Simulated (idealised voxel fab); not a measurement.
The process module presented herein is designated voxel trench capacitor.
For reference, the cross-section in this document is cut, with width 265 nm and square cells of 5 nm.
A cross-section is written here as square cells arranged in a grid, and it is given in bands from the top down, each band taking up one or more rows of cells.
Quick guide to a band line: top height, bottom height (nm) up front; then every material left to right with its width in nm. Only one material and it's marked "all across"? Then it fills the band edge to edge. And "empty" just means empty space.
Zero point of the height axis is 0; under it, received wafer = one material. Lowest band: continues down indefinitely, "top 0, no bottom".
The two numbers in a width such as "30..40" mark its ends across the band: the first belongs to the top row of cells, the second to the bottom row, and from each row to the next the width moves by the same amount.
When a step is marked "nothing got changed", none of the cells in the cross-section changed during that step.
"Entrapped void list" means: voids of 8 cells or more that are shut off from the top with no open way through. Written width x height at distance, distance from the left edge, in nm.
On a step's line, text after the settings is the simulator commenting on that step.
The line of a step may include "overlay nm". On a step with a mask, this value is how far to the right of its planned place the mask lay. A negative value means the mask lay to the left.

**So here's the lineup of process steps we planned**
1: RECEIVE: material Si
2: CONFORMAL_DEP: material SiN, thk nm 5
3: DIRECTIONAL_DEP: material aC, thk nm 15
4: PATTERN: tone open, mask id TRENCH, material resist, width nm 25, pitch nm 55, thk nm 35, overlay nm 0
5: DIRECTIONAL_ETCH: etch materials aC, depth nm 15
6: STRIP: etch materials resist
7: DIRECTIONAL_ETCH: etch materials SiN, depth nm 5
8: DIRECTIONAL_ETCH: etch materials Si, depth nm 40
9: STRIP: etch materials aC
10: CONFORMAL_DEP: material HfO2, thk nm 5
11: CONFORMAL_DEP: material TiN, thk nm 5
12: FILL_DEP: material W, thk nm 5
13: CMP: height nm 5

**Received-state cross-section, reflecting completion of step 1**
* top 0, no bottom  Si all across
* Entrapped void list: none

**Looking at the first of two wafers in cross-section at end of module - ran to plan**
* top 5, bottom 0  SiN (35) / HfO2 (5) / TiN (5) / W (5) / TiN (5) / HfO2 (5) / SiN (30) / HfO2 (5) / TiN (5) / W (5) / TiN (5) / HfO2 (5) / SiN (30) / HfO2 (5) / TiN (5) / W (5) / TiN (5) / HfO2 (5) / SiN (30) / HfO2 (5) / TiN (5) / W (5) / TiN (5) / HfO2 (5) / SiN (40)
* top 0, bottom -30  Si (35) / HfO2 (5) / TiN (5) / W (5) / TiN (5) / HfO2 (5) / Si (30) / HfO2 (5) / TiN (5) / W (5) / TiN (5) / HfO2 (5) / Si (30) / HfO2 (5) / TiN (5) / W (5) / TiN (5) / HfO2 (5) / Si (30) / HfO2 (5) / TiN (5) / W (5) / TiN (5) / HfO2 (5) / Si (40)
* top -30, bottom -35  Si (35) / HfO2 (5) / TiN (15) / HfO2 (5) / Si (30) / HfO2 (5) / TiN (15) / HfO2 (5) / Si (30) / HfO2 (5) / TiN (15) / HfO2 (5) / Si (30) / HfO2 (5) / TiN (15) / HfO2 (5) / Si (40)
* top -35, bottom -40  Si (35) / HfO2 (25) / Si (30) / HfO2 (25) / Si (30) / HfO2 (25) / Si (30) / HfO2 (25) / Si (40)
* top -40, no bottom  Si all across
* Entrapped void list: none

**Cross-sectional view: second of two wafers, end of module; start and plan identical to the first, one mistake in running**
* top 5, bottom 0  SiN (35) / HfO2 (5) / TiN (5) / W (5) / TiN (5) / HfO2 (5) / SiN (30) / HfO2 (5) / TiN (5) / W (5) / TiN (5) / HfO2 (5) / SiN (30) / HfO2 (5) / TiN (5) / W (5) / TiN (5) / HfO2 (5) / SiN (30) / HfO2 (5) / TiN (5) / W (5) / TiN (5) / HfO2 (5) / SiN (40)
* top 0, bottom -25  Si (35) / HfO2 (5) / TiN (5) / W (5) / TiN (5) / HfO2 (5) / Si (30) / HfO2 (5) / TiN (5) / W (5) / TiN (5) / HfO2 (5) / Si (30) / HfO2 (5) / TiN (5) / W (5) / TiN (5) / HfO2 (5) / Si (30) / HfO2 (5) / TiN (5) / W (5) / TiN (5) / HfO2 (5) / Si (40)
* top -25, bottom -30  Si (35) / HfO2 (5) / TiN (15) / HfO2 (5) / Si (30) / HfO2 (5) / TiN (15) / HfO2 (5) / Si (30) / HfO2 (5) / TiN (15) / HfO2 (5) / Si (30) / HfO2 (5) / TiN (15) / HfO2 (5) / Si (40)
* top -30, bottom -35  Si (35) / HfO2 (25) / Si (30) / HfO2 (25) / Si (30) / HfO2 (25) / Si (30) / HfO2 (25) / Si (40)
* top -35, no bottom  Si all across
* Entrapped void list: none
Run error: note that step 8 departed from the planned setting and was carried out as DIRECTIONAL_ETCH: etch materials Si, depth nm 35
At the finish, the second wafer shows more or fewer cells for some materials than the first does: HfO2 -8, Si +20, TiN -8, W -4
